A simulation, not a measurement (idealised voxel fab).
process module | voxel self aligned contacts
cross-section cut | 220 nm wide | cells 5 nm
A cross-section is a grid of square cells, given in bands from the top down. A band is one or more rows of cells.
Each band's line starts with the height of the band's top and of its bottom, in nm. Then come its materials from left to right, each with its width in nm. One material with "throughout" fills the band from edge to edge. "air" is empty space.
Height 0 is the level under which the wafer as received is all one material. The lowest band goes on downwards, as in "0 down".
A width such as "30 to 40" changes by the same amount from each row of cells to the next, from the band's top row to its bottom row.
"no change" after a step means that no cell of the cross-section changed.
closed voids: empty space of 8 cells or more with no open way to the top, each as width x height at its distance from the left edge, in nm
after a step's settings: what the simulator itself notes on the step
overlay nm, on a step with a mask: how far to the right of its planned place the mask lay; to the left if negative
plan
1 op RECEIVE | material Si
2 op CONFORMAL_DEP | material SiO2 | thk nm 5
3 op DIRECTIONAL_DEP | material polySi | thk nm 25
4 op DIRECTIONAL_DEP | material SiN | thk nm 15
5 op PATTERN | tone cover | mask id GATE | material resist | width nm 35 | pitch nm 70 | thk nm 20 | overlay nm 0
6 op DIRECTIONAL_ETCH | etch materials SiN | depth nm 15
7 op DIRECTIONAL_ETCH | etch materials polySi | depth nm 25
8 op STRIP | etch materials resist
9 op CONFORMAL_DEP | material SiN | thk nm 5
10 op DIRECTIONAL_ETCH | etch materials SiN | depth nm 5
11 op FILL_DEP | material SiO2 | thk nm 10
12 op CMP | height nm 50
13 op DIRECTIONAL_DEP | material aC | thk nm 10
14 op PATTERN | tone open | mask id CONTACT | material resist | width nm 55 | pitch nm 70 | thk nm 30 | overlay nm 0
15 op DIRECTIONAL_ETCH | etch materials aC | depth nm 10
16 op STRIP | etch materials resist
17 op DIRECTIONAL_ETCH | etch materials SiO2 | depth nm 50
18 op STRIP | etch materials aC
19 op CONFORMAL_DEP | material TiN | thk nm 5
20 op FILL_DEP | material Ru | thk nm 10
21 op CMP | height nm 50
22 op CONFORMAL_DEP | material SiCN | thk nm 5
as received, after step 1
  0 down: Si throughout
  closed voids: none
first wafer at the end, as planned
  55 to 50: SiCN throughout
  50 to 45: SiO2 45 | TiN 20 | Ru 15 | TiN 20 | SiO2 15 | TiN 20 | Ru 15 | TiN 20 | SiO2 50
  45 to 30: SiO2 15 | SiN 45 | TiN 5 | Ru 15 | TiN 5 | SiN 45 | TiN 5 | Ru 15 | TiN 5 | SiN 45 | SiO2 20
  30 to 5: SiO2 15 | SiN 5 | polySi 35 | SiN 5 | TiN 5 | Ru 15 | TiN 5 | SiN 5 | polySi 35 | SiN 5 | TiN 5 | Ru 15 | TiN 5 | SiN 5 | polySi 35 | SiN 5 | SiO2 20
  5 to 0: SiO2 60 | TiN 25 | SiO2 45 | TiN 25 | SiO2 65
  0 down: Si throughout
  closed voids: none
second wafer at the end: like start, like plan, one mistake
  55 to 50: SiCN throughout
  50 to 45: SiO2 45 | TiN 25 | Ru 15 | TiN 15 | SiO2 15 | TiN 25 | Ru 15 | TiN 15 | SiO2 50
  45 to 30: SiO2 20 | SiN 45 | TiN 5 | Ru 15 | TiN 5 | SiN 45 | TiN 5 | Ru 15 | TiN 5 | SiN 45 | SiO2 15
  30 to 5: SiO2 20 | SiN 5 | polySi 35 | SiN 5 | TiN 5 | Ru 15 | TiN 5 | SiN 5 | polySi 35 | SiN 5 | TiN 5 | Ru 15 | TiN 5 | SiN 5 | polySi 35 | SiN 5 | SiO2 15
  5 to 0: SiO2 65 | TiN 25 | SiO2 45 | TiN 25 | SiO2 60
  0 down: Si throughout
  closed voids: none
what went wrong: step 5 ran as: op PATTERN | tone cover | mask id GATE | material resist | width nm 35 | pitch nm 70 | thk nm 20 | overlay nm 5
at the end the second wafer has, in cells: as many of each material as the first, in other places
